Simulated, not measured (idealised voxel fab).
Module name: voxel self aligned vias (process module)
This is section cut - it's 155 nm across, gridded in 5 nm square cells.
Cross-section = grid of square cells, listed top down in bands; band = one or more rows.
This entry defines a band. It first specifies the height of the band's top and the height of its bottom in nm, and then specifies the band's materials from left to right, stating each material with its width in nm. The word "throughout" identifies a single material that fills the band from edge to edge, while the word "air" identifies empty space.
All heights in this document are referenced to 0, defined as the level beneath which the wafer, as received, consists entirely of one material. The lowest band is not bounded below; it extends indefinitely downward and is written in the form "z 0 and below".
Top row gets the first number, bottom row gets the second, and each row in between changes by the same step: that is how a band width like "30..40" works.
It should be understood that the words "nothing was modified", when stated for a given step, signify that the cross-section underwent no change in any of its cells during that step.
Basically, "Enclosed internal cavities" tells you about the enclosed voids: empty spaces with no open way to the top, 8 cells or bigger, each written width x height at distance, where distance is from the left edge, all in nm.
Post-settings text on a step line: simulator's own remark regarding the step.
A step's line can hold "overlay nm"; with a mask on that step, the setting says how far right of the planned place the mask lay, while a negative setting says it lay to the left.

List of planned process steps
1: RECEIVE (material Si)
2: CONFORMAL_DEP (material SiO2; thk nm 10)
3: CONFORMAL_DEP (material SiCN; thk nm 5)
4: DIRECTIONAL_DEP (material SiO2; thk nm 20)
5: DIRECTIONAL_DEP (material aC; thk nm 15)
6: PATTERN (tone open; mask id LINES; material resist; width nm 25; pitch nm 60; thk nm 35; overlay nm 0)
7: DIRECTIONAL_ETCH (etch materials aC; depth nm 15)
8: STRIP (etch materials resist)
9: DIRECTIONAL_ETCH (etch materials SiO2; depth nm 20)
10: STRIP (etch materials aC)
11: CONFORMAL_DEP (material TiN; thk nm 5)
12: FILL_DEP (material W; thk nm 10)
13: CMP (height nm 35)
14: SELECTIVE_ETCH (etch materials W Ru TiN; depth nm 10)
15: FILL_DEP (material SiN; thk nm 10)
16: CMP (height nm 35)
17: DIRECTIONAL_DEP (material SiO2; thk nm 15)
18: PATTERN (tone open; mask id VIAS; material resist; width nm 35; pitch nm 60; thk nm 15; overlay nm 0)
19: DIRECTIONAL_ETCH (etch materials SiO2; depth nm 15)
20: DIRECTIONAL_ETCH (etch materials SiN; depth nm 10)
21: STRIP (etch materials resist)
22: CONFORMAL_DEP (material TiN; thk nm 5)
23: FILL_DEP (material W; thk nm 5)
24: CMP (height nm 50)
25: CONFORMAL_DEP (material SiCN; thk nm 5)

Of two wafers, the first: run according to plan

Cross-section of the wafer at receipt, which is the condition after step 1
z 0 and below  Si throughout
Enclosed internal cavities: none

Wafer section view after processing step 2
z 10 to 0  SiO2 throughout
below 0: unchanged

Wafer section view after processing step 3
z 15 to 10  SiCN throughout
below 10: unchanged

Wafer section view after processing step 4
z 35 to 15  SiO2 throughout
below 15: unchanged

Wafer section view after processing step 5
z 50 to 35  aC throughout
below 35: unchanged

Wafer section view after processing step 6
z 85 to 50  35 nm resist, 25 nm air, 35 nm resist, 25 nm air, 35 nm resist
below 50: unchanged

Wafer section view after processing step 7
z 70 to 50  35 nm resist, 25 nm air, 35 nm resist, 25 nm air, 35 nm resist
z 50 to 35  35 nm aC, 25 nm air, 35 nm aC, 25 nm air, 35 nm aC
below 35: unchanged

Wafer section view after processing step 8
z 50 to 35  35 nm aC, 25 nm air, 35 nm aC, 25 nm air, 35 nm aC
below 35: unchanged

Wafer section view after processing step 9
z 50 to 35  35 nm aC, 25 nm air, 35 nm aC, 25 nm air, 35 nm aC
z 35 to 15  35 nm SiO2, 25 nm air, 35 nm SiO2, 25 nm air, 35 nm SiO2
below 15: unchanged

Wafer section view after processing step 10
z 35 to 15  35 nm SiO2, 25 nm air, 35 nm SiO2, 25 nm air, 35 nm SiO2
below 15: unchanged

Wafer section view after processing step 11
z 40 to 35  40 nm TiN, 15 nm air, 45 nm TiN, 15 nm air, 40 nm TiN
z 35 to 20  35 nm SiO2, 5 nm TiN, 15 nm air, 5 nm TiN, 35 nm SiO2, 5 nm TiN, 15 nm air, 5 nm TiN, 35 nm SiO2
z 20 to 15  35 nm SiO2, 25 nm TiN, 35 nm SiO2, 25 nm TiN, 35 nm SiO2
below 15: unchanged

Wafer section view after processing step 12
z 50 to 40  W throughout
z 40 to 35  40 nm TiN, 15 nm W, 45 nm TiN, 15 nm W, 40 nm TiN
z 35 to 20  35 nm SiO2, 5 nm TiN, 15 nm W, 5 nm TiN, 35 nm SiO2, 5 nm TiN, 15 nm W, 5 nm TiN, 35 nm SiO2
below 20: unchanged

Wafer section view after processing step 13
z 35 to 20  35 nm SiO2, 5 nm TiN, 15 nm W, 5 nm TiN, 35 nm SiO2, 5 nm TiN, 15 nm W, 5 nm TiN, 35 nm SiO2
below 20: unchanged

Wafer section view after processing step 14
z 35 to 25  35 nm SiO2, 25 nm air, 35 nm SiO2, 25 nm air, 35 nm SiO2
below 25: unchanged

Wafer section view after processing step 15
z 45 to 35  SiN throughout
z 35 to 25  35 nm SiO2, 25 nm SiN, 35 nm SiO2, 25 nm SiN, 35 nm SiO2
below 25: unchanged

Wafer section view after processing step 16
z 35 to 25  35 nm SiO2, 25 nm SiN, 35 nm SiO2, 25 nm SiN, 35 nm SiO2
below 25: unchanged

Wafer section view after processing step 17
z 50 to 35  SiO2 throughout
below 35: unchanged

Wafer section view after processing step 18
z 65 to 50  30 nm resist, 35 nm air, 25 nm resist, 35 nm air, 30 nm resist
below 50: unchanged

Wafer section view after processing step 19
z 65 to 50  30 nm resist, 35 nm air, 25 nm resist, 35 nm air, 30 nm resist
z 50 to 35  30 nm SiO2, 35 nm air, 25 nm SiO2, 35 nm air, 30 nm SiO2
below 35: unchanged

Wafer section view after processing step 20
z 65 to 50  30 nm resist, 35 nm air, 25 nm resist, 35 nm air, 30 nm resist
z 50 to 35  30 nm SiO2, 35 nm air, 25 nm SiO2, 35 nm air, 30 nm SiO2
z 35 to 25  35 nm SiO2, 25 nm air, 35 nm SiO2, 25 nm air, 35 nm SiO2
below 25: unchanged

Wafer section view after processing step 21
z 50 to 35  30 nm SiO2, 35 nm air, 25 nm SiO2, 35 nm air, 30 nm SiO2
below 35: unchanged

Wafer section view after processing step 22
z 55 to 50  35 nm TiN, 25 nm air, 35 nm TiN, 25 nm air, 35 nm TiN
z 50 to 40  30 nm SiO2, 5 nm TiN, 25 nm air, 5 nm TiN, 25 nm SiO2, 5 nm TiN, 25 nm air, 5 nm TiN, 30 nm SiO2
z 40 to 30  30..35 nm SiO2, 10..5 nm TiN, 15 nm air, 10..5 nm TiN, 25..35 nm SiO2, 10..5 nm TiN, 15 nm air, 10..5 nm TiN, 30..35 nm SiO2
z 30 to 25  35 nm SiO2, 25 nm TiN, 35 nm SiO2, 25 nm TiN, 35 nm SiO2
below 25: unchanged

Wafer section view after processing step 23
z 60 to 55  W throughout
z 55 to 50  35 nm TiN, 25 nm W, 35 nm TiN, 25 nm W, 35 nm TiN
z 50 to 40  30 nm SiO2, 5 nm TiN, 25 nm W, 5 nm TiN, 25 nm SiO2, 5 nm TiN, 25 nm W, 5 nm TiN, 30 nm SiO2
z 40 to 30  30..35 nm SiO2, 10..5 nm TiN, 15 nm W, 10..5 nm TiN, 25..35 nm SiO2, 10..5 nm TiN, 15 nm W, 10..5 nm TiN, 30..35 nm SiO2
below 30: unchanged

Wafer section view after processing step 24
z 50 to 40  30 nm SiO2, 5 nm TiN, 25 nm W, 5 nm TiN, 25 nm SiO2, 5 nm TiN, 25 nm W, 5 nm TiN, 30 nm SiO2
below 40: unchanged

Wafer section view after processing step 25
z 55 to 50  SiCN throughout
below 50: unchanged

Second Wafer (Identical Start and Plan, One Processing Error; Matches First Wafer Through Step 1)

Planned end of step 2: second wafer, cross-section
z 5 to 0  SiCN throughout
below 0: unchanged

Planned end of step 3: second wafer, cross-section
z 15 to 5  SiO2 throughout
below 5: unchanged

Planned end of step 4: second wafer, cross-section
z 35 to 5  SiO2 throughout
below 5: unchanged

Planned end of step 5: second wafer, cross-section
z 50 to 35  aC throughout
below 35: unchanged

Planned end of step 6: second wafer, cross-section
z 85 to 50  35 nm resist, 25 nm air, 35 nm resist, 25 nm air, 35 nm resist
below 50: unchanged

Planned end of step 7: second wafer, cross-section
z 70 to 50  35 nm resist, 25 nm air, 35 nm resist, 25 nm air, 35 nm resist
z 50 to 35  35 nm aC, 25 nm air, 35 nm aC, 25 nm air, 35 nm aC
below 35: unchanged

Planned end of step 8: second wafer, cross-section
z 50 to 35  35 nm aC, 25 nm air, 35 nm aC, 25 nm air, 35 nm aC
below 35: unchanged

Planned end of step 9: second wafer, cross-section
z 50 to 35  35 nm aC, 25 nm air, 35 nm aC, 25 nm air, 35 nm aC
z 35 to 15  35 nm SiO2, 25 nm air, 35 nm SiO2, 25 nm air, 35 nm SiO2
below 15: unchanged

Planned end of step 10: second wafer, cross-section
z 35 to 15  35 nm SiO2, 25 nm air, 35 nm SiO2, 25 nm air, 35 nm SiO2
below 15: unchanged

Planned end of step 11: second wafer, cross-section
z 40 to 35  40 nm TiN, 15 nm air, 45 nm TiN, 15 nm air, 40 nm TiN
z 35 to 20  35 nm SiO2, 5 nm TiN, 15 nm air, 5 nm TiN, 35 nm SiO2, 5 nm TiN, 15 nm air, 5 nm TiN, 35 nm SiO2
z 20 to 15  35 nm SiO2, 25 nm TiN, 35 nm SiO2, 25 nm TiN, 35 nm SiO2
below 15: unchanged

Planned end of step 12: second wafer, cross-section
z 50 to 40  W throughout
z 40 to 35  40 nm TiN, 15 nm W, 45 nm TiN, 15 nm W, 40 nm TiN
z 35 to 20  35 nm SiO2, 5 nm TiN, 15 nm W, 5 nm TiN, 35 nm SiO2, 5 nm TiN, 15 nm W, 5 nm TiN, 35 nm SiO2
below 20: unchanged

Planned end of step 13: second wafer, cross-section
z 35 to 20  35 nm SiO2, 5 nm TiN, 15 nm W, 5 nm TiN, 35 nm SiO2, 5 nm TiN, 15 nm W, 5 nm TiN, 35 nm SiO2
below 20: unchanged

Planned end of step 14: second wafer, cross-section
z 35 to 25  35 nm SiO2, 25 nm air, 35 nm SiO2, 25 nm air, 35 nm SiO2
below 25: unchanged

Planned end of step 15: second wafer, cross-section
z 45 to 35  SiN throughout
z 35 to 25  35 nm SiO2, 25 nm SiN, 35 nm SiO2, 25 nm SiN, 35 nm SiO2
below 25: unchanged

Planned end of step 16: second wafer, cross-section
z 35 to 25  35 nm SiO2, 25 nm SiN, 35 nm SiO2, 25 nm SiN, 35 nm SiO2
below 25: unchanged

Planned end of step 17: second wafer, cross-section
z 50 to 35  SiO2 throughout
below 35: unchanged

Planned end of step 18: second wafer, cross-section
z 65 to 50  30 nm resist, 35 nm air, 25 nm resist, 35 nm air, 30 nm resist
below 50: unchanged

Planned end of step 19: second wafer, cross-section
z 65 to 50  30 nm resist, 35 nm air, 25 nm resist, 35 nm air, 30 nm resist
z 50 to 35  30 nm SiO2, 35 nm air, 25 nm SiO2, 35 nm air, 30 nm SiO2
below 35: unchanged

Planned end of step 20: second wafer, cross-section
z 65 to 50  30 nm resist, 35 nm air, 25 nm resist, 35 nm air, 30 nm resist
z 50 to 35  30 nm SiO2, 35 nm air, 25 nm SiO2, 35 nm air, 30 nm SiO2
z 35 to 25  35 nm SiO2, 25 nm air, 35 nm SiO2, 25 nm air, 35 nm SiO2
below 25: unchanged

Planned end of step 21: second wafer, cross-section
z 50 to 35  30 nm SiO2, 35 nm air, 25 nm SiO2, 35 nm air, 30 nm SiO2
below 35: unchanged

Planned end of step 22: second wafer, cross-section
z 55 to 50  35 nm TiN, 25 nm air, 35 nm TiN, 25 nm air, 35 nm TiN
z 50 to 40  30 nm SiO2, 5 nm TiN, 25 nm air, 5 nm TiN, 25 nm SiO2, 5 nm TiN, 25 nm air, 5 nm TiN, 30 nm SiO2
z 40 to 30  30..35 nm SiO2, 10..5 nm TiN, 15 nm air, 10..5 nm TiN, 25..35 nm SiO2, 10..5 nm TiN, 15 nm air, 10..5 nm TiN, 30..35 nm SiO2
z 30 to 25  35 nm SiO2, 25 nm TiN, 35 nm SiO2, 25 nm TiN, 35 nm SiO2
below 25: unchanged

Planned end of step 23: second wafer, cross-section
z 60 to 55  W throughout
z 55 to 50  35 nm TiN, 25 nm W, 35 nm TiN, 25 nm W, 35 nm TiN
z 50 to 40  30 nm SiO2, 5 nm TiN, 25 nm W, 5 nm TiN, 25 nm SiO2, 5 nm TiN, 25 nm W, 5 nm TiN, 30 nm SiO2
z 40 to 30  30..35 nm SiO2, 10..5 nm TiN, 15 nm W, 10..5 nm TiN, 25..35 nm SiO2, 10..5 nm TiN, 15 nm W, 10..5 nm TiN, 30..35 nm SiO2
below 30: unchanged

Planned end of step 24: second wafer, cross-section
z 50 to 40  30 nm SiO2, 5 nm TiN, 25 nm W, 5 nm TiN, 25 nm SiO2, 5 nm TiN, 25 nm W, 5 nm TiN, 30 nm SiO2
below 40: unchanged

Planned end of step 25: second wafer, cross-section
z 55 to 50  SiCN throughout
below 50: unchanged
Want to know what went wrong? the executed order of steps 2 and 3 is the reverse of that specified in the plan, each step having taken the other's position
Heads up: at the end the two wafers have identical cell counts per material, they're just laid out differently.
